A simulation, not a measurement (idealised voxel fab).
The name of this process module is voxel transistor to metal.
It is cross-section cut that appears here, measuring 170 nm in width, its square cells being 5 nm in size.
In what follows, cross-sections appear as grids of square cells, described through bands that run from the top down, where every band is one or more rows of cells. A band entry consists of two parts. The first gives the height of the band's top and the height of its bottom, in nm. The rest lists the band's materials from left to right, each with its width in nm. A single material labelled with the word "throughout" fills the band from edge to edge, and the word "blank" marks empty space. The level at which height equals 0 is the one under which the wafer, as it arrives, is entirely one material. No lower edge exists for the bottom band, which continues downward and is notated as in "top 0, no bottom". Read "30 to 40" as a graded width: first number on top, second number at the bottom, same change between each pair of neighbouring rows. The designation "no alterations made", where it is given for a processing step, indicates that no cell of the cross-section was altered in the course of that step. Enclosed void listing: empty space of 8 cells or more with no open way to the top, each as width x height at its distance from the left edge, in nm. Where a step's line continues beyond its settings, the continuation is a remark by the simulator itself on that step. overlay nm: on a step with a mask, how far right of its planned place the mask lay; negative means left.
Listed below are the process steps as planned:
1 RECEIVE,material Si
2 CONFORMAL_DEP,material SiO2,thk nm 5
3 CONFORMAL_DEP,material SiN,thk nm 10
4 DIRECTIONAL_DEP,material aC,thk nm 10
5 PATTERN,tone cover,mask id ACTIVE,material resist,width nm 110,thk nm 25,overlay nm 0
6 DIRECTIONAL_ETCH,etch materials aC,depth nm 10
7 STRIP,etch materials resist
8 DIRECTIONAL_ETCH,etch materials SiN,depth nm 10
9 DIRECTIONAL_ETCH,etch materials SiO2,depth nm 5
10 DIRECTIONAL_ETCH,etch materials Si,depth nm 20
11 STRIP,etch materials aC
12 FILL_DEP,material SiO2,thk nm 15
13 CMP,height nm 15
14 SELECTIVE_ETCH,etch materials SiO2,depth nm 5
15 STRIP,etch materials SiN
16 SELECTIVE_ETCH,etch materials SiO2,depth nm 5
17 OXIDIZE,depth nm 5
18 DIRECTIONAL_DEP,material polySi,thk nm 30
19 DIRECTIONAL_DEP,material SiCN,thk nm 15
20 MASKED_ETCH,tone cover,mask id GATE,width nm 30,etch materials SiCN,depth nm 25,overlay nm 0
21 MASKED_ETCH,tone cover,mask id GATE,width nm 30,etch materials polySi,depth nm 40,overlay nm 0
22 CONFORMAL_DEP,material SiN,thk nm 5
23 DIRECTIONAL_ETCH,etch materials SiN,depth nm 5
24 DIRECTIONAL_ETCH,etch materials SiO2,depth nm 5
25 DIRECTIONAL_ETCH,etch materials Si,depth nm 15
26 EPI,material pSi,thk nm 15
27 FILL_DEP,material SiO2,thk nm 10
28 CMP,height nm 30
29 STRIP,etch materials polySi
30 SELECTIVE_ETCH,etch materials SiO2,depth nm 5
31 CONFORMAL_DEP,material HfO2,thk nm 5
32 CONFORMAL_DEP,material TiN,thk nm 5
33 FILL_DEP,material W,thk nm 5
34 CMP,height nm 25
35 DIRECTIONAL_DEP,material SiO2,thk nm 10
36 PATTERN,tone open,mask id CONTACT,material resist,width nm 15,pitch nm 75,thk nm 20,overlay nm 0
37 DIRECTIONAL_ETCH,etch materials SiO2,depth nm 40
38 STRIP,etch materials resist
39 CONFORMAL_DEP,material TiN,thk nm 5
40 FILL_DEP,material Ru,thk nm 10
41 CMP,height nm 35
42 DIRECTIONAL_DEP,material TiN,thk nm 5
43 DIRECTIONAL_DEP,material W,thk nm 25
44 DIRECTIONAL_DEP,material aC,thk nm 15
45 PATTERN,tone cover,mask id METAL_1,material resist,width nm 15,pitch nm 75,thk nm 30,overlay nm 0
46 DIRECTIONAL_ETCH,etch materials aC,depth nm 15
47 STRIP,etch materials resist
48 DIRECTIONAL_ETCH,etch materials W,depth nm 25
49 DIRECTIONAL_ETCH,etch materials TiN,depth nm 5
50 STRIP,etch materials aC
51 CONFORMAL_DEP,material SiCN,thk nm 5
52 FILL_DEP,material lowk,thk nm 10
53 CMP,height nm 65
54 CONFORMAL_DEP,material SiCN,thk nm 5
As received (post step 1): cross-section:
* top 0, no bottom | Si throughout
* Enclosed void listing: none
End-of-module cross-section of the first of two wafers, processed as planned:
* top 70, bottom 65 | SiCN throughout
* top 65, bottom 40 | 35 of lowk / 5 of SiCN / 15 of W / 5 of SiCN / 50 of lowk / 5 of SiCN / 15 of W / 5 of SiCN / 35 of lowk
* top 40, bottom 35 | 40 of SiCN / 15 of TiN / 60 of SiCN / 15 of TiN / 40 of SiCN
* top 35, bottom 25 | 40 of SiO2 / 5 of TiN / 5 of Ru / 5 of TiN / 60 of SiO2 / 5 of TiN / 5 of Ru / 5 of TiN / 40 of SiO2
* top 25, bottom 15 | 40 of SiO2 / 5 of TiN / 5 of Ru / 5 of TiN / 10 of SiO2 / 5 of SiN / 5 of HfO2 / 5 of TiN / 10 of W / 5 of TiN / 5 of HfO2 / 5 of SiN / 10 of SiO2 / 5 of TiN / 5 of Ru / 5 of TiN / 40 of SiO2
* top 15, bottom 10 | 40 of SiO2 / 15 of TiN / 10 of SiO2 / 5 of SiN / 5 of HfO2 / 5 of TiN / 10 of W / 5 of TiN / 5 of HfO2 / 5 of SiN / 10 of SiO2 / 15 of TiN / 40 of SiO2
* top 10, bottom 5 | 40 of SiO2 / 10 of TiN / 15 of pSi / 5 of SiN / 5 of HfO2 / 5 of TiN / 10 of W / 5 of TiN / 5 of HfO2 / 5 of SiN / 15 of pSi / 10 of TiN / 40 of SiO2
* top 5, bottom 0 | 25 of SiO2 / 5 of SiN / 10 of SiO2 / 10 of TiN / 15 of pSi / 5 of SiN / 5 of HfO2 / 20 of TiN / 5 of HfO2 / 5 of SiN / 15 of pSi / 10 of TiN / 10 of SiO2 / 5 of SiN / 25 of SiO2
* top 0, bottom -5 | 40 of SiO2 / 10 of TiN / 15 of pSi / 40 of HfO2 / 15 of pSi / 10 of TiN / 40 of SiO2
* top -5, bottom -20 | 30 of SiO2 / 35 of pSi / 40 of Si / 35 of pSi / 30 of SiO2
* top -20, no bottom | Si throughout
* Enclosed void listing: none
Now the second wafer, cross-sectioned at the end of the module. Nothing different at the start, nothing different in the plan compared with the first, just one mistake when it was actually run:
* top 70, bottom 65 | SiCN throughout
* top 65, bottom 40 | 35 of lowk / 5 of SiCN / 15 of W / 5 of SiCN / 50 of lowk / 5 of SiCN / 15 of W / 5 of SiCN / 35 of lowk
* top 40, bottom 35 | 40 of SiCN / 15 of TiN / 60 of SiCN / 15 of TiN / 40 of SiCN
* top 35, bottom 25 | 40 of SiO2 / 5 of TiN / 5 of Ru / 5 of TiN / 60 of SiO2 / 5 of TiN / 5 of Ru / 5 of TiN / 40 of SiO2
* top 25, bottom 20 | 40 of SiO2 / 5 of TiN / 5 of Ru / 5 of TiN / 10 of SiO2 / 5 of SiN / 5 of HfO2 / 20 of TiN / 5 of HfO2 / 5 of SiN / 10 of SiO2 / 5 of TiN / 5 of Ru / 5 of TiN / 40 of SiO2
* top 20, bottom 15 | 40 of SiO2 / 15 of TiN / 10 of SiO2 / 40 of HfO2 / 10 of SiO2 / 15 of TiN / 40 of SiO2
* top 15, bottom 5 | 30 of SiO2 / 110 of SiN / 30 of SiO2
* top 5, bottom 0 | SiO2 throughout
* top 0, bottom -20 | 30 of SiO2 / 110 of Si / 30 of SiO2
* top -20, no bottom | Si throughout
* Enclosed void listing: none
Deviation from plan: plan step 13: skipped, not run
The second wafer ends with more or fewer cells of some materials than the first, per final count: HfO2: 8 fewer; Ru: 2 fewer; Si: 64 more; SiN: 34 more; SiO2: 4 more; TiN: 24 fewer; W: 8 fewer; pSi: 60 fewer
